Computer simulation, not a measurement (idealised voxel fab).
process module | voxel local oxidation
cross-section cut | 255 nm wide | cells 5 nm
A cross-section is a grid of square cells, given in bands from the top down. A band is one or more rows of cells.
Each band's line starts with the height of the band's top and of its bottom, in nm. Then come its materials from left to right, each with its width in nm. One material with "throughout" fills the band from edge to edge. "air" is empty space.
Height 0 is the level under which the wafer as received is all one material. The lowest band goes on downwards, as in "0 down".
A width such as "30 to 40" changes by the same amount from each row of cells to the next, from the band's top row to its bottom row.
"no change" after a step means that no cell of the cross-section changed.
closed voids: empty space of 8 cells or more with no open way to the top, each as width x height at its distance from the left edge, in nm
after a step's settings: what the simulator itself notes on the step
overlay nm, on a step with a mask: how far to the right of its planned place the mask lay; to the left if negative
plan
1 op RECEIVE | material Si
2 op CONFORMAL_DEP | material SiO2 | thk nm 5
3 op CONFORMAL_DEP | material SiN | thk nm 15
4 op PATTERN | tone cover | mask id ACTIVE | material resist | width nm 95 | thk nm 20 | overlay nm 0
5 op DIRECTIONAL_ETCH | etch materials SiN | depth nm 15
6 op STRIP | etch materials resist
7 op SELECTIVE_ETCH | etch materials SiO2 | depth nm 5
8 op OXIDIZE | depth nm 10
9 op STRIP | etch materials SiN
as received, after step 1
  0 down: Si throughout
  closed voids: none
first wafer at the end, as planned
  5 to 0: air 85 | SiO2 85 | air 85
  0 to -10: SiO2 95 | Si 65 | SiO2 95
  -10 down: Si throughout
  closed voids: none
second wafer at the end: like start, like plan, one mistake
  5 to 0: air 80 | SiO2 95 | air 80
  0 to -10: SiO2 90 | Si 75 | SiO2 90
  -10 down: Si throughout
  closed voids: none
what went wrong: step 4 ran as: op PATTERN | tone cover | mask id ACTIVE | material resist | width nm 105 | thk nm 20 | overlay nm 0
at the end the second wafer has, in cells: 4 more of Si | 2 fewer of SiO2
